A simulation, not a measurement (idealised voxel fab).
process module | voxel self aligned contacts
cross-section cut | 300 nm wide | cells 5 nm
A cross-section is a grid of square cells, given in bands from the top down. A band is one or more rows of cells.
Each band's line starts with the height of the band's top and of its bottom, in nm. Then come its materials from left to right, each with its width in nm. One material with "throughout" fills the band from edge to edge. "air" is empty space.
Height 0 is the level under which the wafer as received is all one material. The lowest band goes on downwards, as in "0 down".
A width such as "30 to 40" changes by the same amount from each row of cells to the next, from the band's top row to its bottom row.
"no change" after a step means that no cell of the cross-section changed.
closed voids: empty space of 8 cells or more with no open way to the top, each as width x height at its distance from the left edge, in nm
after a step's settings: what the simulator itself notes on the step
overlay nm, on a step with a mask: how far to the right of its planned place the mask lay; to the left if negative
plan
1 op RECEIVE | material Si
2 op OXIDIZE | depth nm 5
3 op DIRECTIONAL_DEP | material polySi | thk nm 30
4 op DIRECTIONAL_DEP | material SiN | thk nm 20
5 op DIRECTIONAL_DEP | material aC | thk nm 10
6 op PATTERN | tone cover | mask id GATE | material resist | width nm 30 | pitch nm 65 | thk nm 30 | overlay nm 0
7 op DIRECTIONAL_ETCH | etch materials aC | depth nm 10
8 op STRIP | etch materials resist
9 op DIRECTIONAL_ETCH | etch materials SiN | depth nm 20
10 op DIRECTIONAL_ETCH | etch materials polySi | depth nm 30
11 op STRIP | etch materials aC
12 op CONFORMAL_DEP | material SiN | thk nm 5
13 op DIRECTIONAL_ETCH | etch materials SiN | depth nm 5
14 op FILL_DEP | material SiO2 | thk nm 10
15 op CMP | height nm 55
16 op MASKED_ETCH | tone open | mask id CONTACT | width nm 45 | pitch nm 65 | etch materials SiO2 | depth nm 60 | overlay nm 0
17 op CONFORMAL_DEP | material TiN | thk nm 5
18 op FILL_DEP | material Ru | thk nm 10
19 op CMP | height nm 55
20 op CONFORMAL_DEP | material SiN | thk nm 5
first wafer, as planned
as received, after step 1
  0 down: Si throughout
  closed voids: none
after step 2
  0 to -5: SiO2 throughout
  below -5: unchanged
after step 3
  30 to 0: polySi throughout
  below 0: unchanged
after step 4
  50 to 30: SiN throughout
  below 30: unchanged
after step 5
  60 to 50: aC throughout
  below 50: unchanged
after step 6
  90 to 60: air 70 | resist 30 | air 35 | resist 30 | air 35 | resist 30 | air 70
  below 60: unchanged
after step 7
  80 to 60: air 70 | resist 30 | air 35 | resist 30 | air 35 | resist 30 | air 70
  60 to 50: air 70 | aC 30 | air 35 | aC 30 | air 35 | aC 30 | air 70
  below 50: unchanged
after step 8
  60 to 50: air 70 | aC 30 | air 35 | aC 30 | air 35 | aC 30 | air 70
  below 50: unchanged
after step 9
  60 to 50: air 70 | aC 30 | air 35 | aC 30 | air 35 | aC 30 | air 70
  50 to 30: air 70 | SiN 30 | air 35 | SiN 30 | air 35 | SiN 30 | air 70
  below 30: unchanged
after step 10
  60 to 50: air 70 | aC 30 | air 35 | aC 30 | air 35 | aC 30 | air 70
  50 to 30: air 70 | SiN 30 | air 35 | SiN 30 | air 35 | SiN 30 | air 70
  30 to 0: air 70 | polySi 30 | air 35 | polySi 30 | air 35 | polySi 30 | air 70
  below 0: unchanged
after step 11
  50 to 30: air 70 | SiN 30 | air 35 | SiN 30 | air 35 | SiN 30 | air 70
  below 30: unchanged
after step 12
  55 to 30: air 65 | SiN 40 | air 25 | SiN 40 | air 25 | SiN 40 | air 65
  30 to 5: air 65 | SiN 5 | polySi 30 | SiN 5 | air 25 | SiN 5 | polySi 30 | SiN 5 | air 25 | SiN 5 | polySi 30 | SiN 5 | air 65
  5 to 0: SiN 70 | polySi 30 | SiN 35 | polySi 30 | SiN 35 | polySi 30 | SiN 70
  below 0: unchanged
after step 13
  50 to 30: air 65 | SiN 40 | air 25 | SiN 40 | air 25 | SiN 40 | air 65
  30 to 0: air 65 | SiN 5 | polySi 30 | SiN 5 | air 25 | SiN 5 | polySi 30 | SiN 5 | air 25 | SiN 5 | polySi 30 | SiN 5 | air 65
  below 0: unchanged
after step 14
  60 to 50: SiO2 throughout
  50 to 30: SiO2 65 | SiN 40 | SiO2 25 | SiN 40 | SiO2 25 | SiN 40 | SiO2 65
  30 to 0: SiO2 65 | SiN 5 | polySi 30 | SiN 5 | SiO2 25 | SiN 5 | polySi 30 | SiN 5 | SiO2 25 | SiN 5 | polySi 30 | SiN 5 | SiO2 65
  below 0: unchanged
after step 15
  55 to 50: SiO2 throughout
  below 50: unchanged
after step 16
  55 to 50: SiO2 95 | air 45 | SiO2 20 | air 45 | SiO2 95
  50 to 30: SiO2 65 | SiN 40 | air 25 | SiN 40 | air 25 | SiN 40 | SiO2 65
  30 to 0: SiO2 65 | SiN 5 | polySi 30 | SiN 5 | air 25 | SiN 5 | polySi 30 | SiN 5 | air 25 | SiN 5 | polySi 30 | SiN 5 | SiO2 65
  0 to -5: SiO2 105 | air 25 | SiO2 40 | air 25 | SiO2 105
  below -5: unchanged
after step 17
  60 to 55: TiN 100 | air 35 | TiN 30 | air 35 | TiN 100
  55 to 50: SiO2 95 | TiN 15 | air 15 | TiN 15 | SiO2 20 | TiN 15 | air 15 | TiN 15 | SiO2 95
  50 to 30: SiO2 65 | SiN 40 | TiN 5 | air 15 | TiN 5 | SiN 40 | TiN 5 | air 15 | TiN 5 | SiN 40 | SiO2 65
  30 to 0: SiO2 65 | SiN 5 | polySi 30 | SiN 5 | TiN 5 | air 15 | TiN 5 | SiN 5 | polySi 30 | SiN 5 | TiN 5 | air 15 | TiN 5 | SiN 5 | polySi 30 | SiN 5 | SiO2 65
  0 to -5: SiO2 105 | TiN 25 | SiO2 40 | TiN 25 | SiO2 105
  below -5: unchanged
after step 18
  70 to 60: Ru throughout
  60 to 55: TiN 100 | Ru 35 | TiN 30 | Ru 35 | TiN 100
  55 to 50: SiO2 95 | TiN 15 | Ru 15 | TiN 15 | SiO2 20 | TiN 15 | Ru 15 | TiN 15 | SiO2 95
  50 to 30: SiO2 65 | SiN 40 | TiN 5 | Ru 15 | TiN 5 | SiN 40 | TiN 5 | Ru 15 | TiN 5 | SiN 40 | SiO2 65
  30 to 0: SiO2 65 | SiN 5 | polySi 30 | SiN 5 | TiN 5 | Ru 15 | TiN 5 | SiN 5 | polySi 30 | SiN 5 | TiN 5 | Ru 15 | TiN 5 | SiN 5 | polySi 30 | SiN 5 | SiO2 65
  below 0: unchanged
after step 19
  55 to 50: SiO2 95 | TiN 15 | Ru 15 | TiN 15 | SiO2 20 | TiN 15 | Ru 15 | TiN 15 | SiO2 95
  below 50: unchanged
after step 20
  60 to 55: SiN throughout
  below 55: unchanged
second wafer: like start, like plan, one mistake. Through step 14 it matches the first wafer
when step 15 should have ended
  50 to 30: SiO2 65 | SiN 40 | SiO2 25 | SiN 40 | SiO2 25 | SiN 40 | SiO2 65
  below 30: unchanged
when step 16 should have ended
  50 to 30: SiO2 65 | SiN 40 | air 25 | SiN 40 | air 25 | SiN 40 | SiO2 65
  30 to 0: SiO2 65 | SiN 5 | polySi 30 | SiN 5 | air 25 | SiN 5 | polySi 30 | SiN 5 | air 25 | SiN 5 | polySi 30 | SiN 5 | SiO2 65
  0 to -5: SiO2 105 | air 25 | SiO2 40 | air 25 | SiO2 105
  below -5: unchanged
when step 17 should have ended
  55 to 50: TiN 110 | air 15 | TiN 50 | air 15 | TiN 110
  50 to 30: SiO2 65 | SiN 40 | TiN 5 | air 15 | TiN 5 | SiN 40 | TiN 5 | air 15 | TiN 5 | SiN 40 | SiO2 65
  30 to 0: SiO2 65 | SiN 5 | polySi 30 | SiN 5 | TiN 5 | air 15 | TiN 5 | SiN 5 | polySi 30 | SiN 5 | TiN 5 | air 15 | TiN 5 | SiN 5 | polySi 30 | SiN 5 | SiO2 65
  0 to -5: SiO2 105 | TiN 25 | SiO2 40 | TiN 25 | SiO2 105
  below -5: unchanged
when step 18 should have ended
  65 to 55: Ru throughout
  55 to 50: TiN 110 | Ru 15 | TiN 50 | Ru 15 | TiN 110
  50 to 30: SiO2 65 | SiN 40 | TiN 5 | Ru 15 | TiN 5 | SiN 40 | TiN 5 | Ru 15 | TiN 5 | SiN 40 | SiO2 65
  30 to 0: SiO2 65 | SiN 5 | polySi 30 | SiN 5 | TiN 5 | Ru 15 | TiN 5 | SiN 5 | polySi 30 | SiN 5 | TiN 5 | Ru 15 | TiN 5 | SiN 5 | polySi 30 | SiN 5 | SiO2 65
  below 0: unchanged
when step 19 should have ended
  55 to 50: TiN 110 | Ru 15 | TiN 50 | Ru 15 | TiN 110
  below 50: unchanged
when step 20 should have ended
  60 to 55: SiN throughout
  below 55: unchanged
what went wrong: step 15 ran as: op CMP | height nm 50
at the end the second wafer has, in cells: 42 fewer of SiO2 | 42 more of TiN
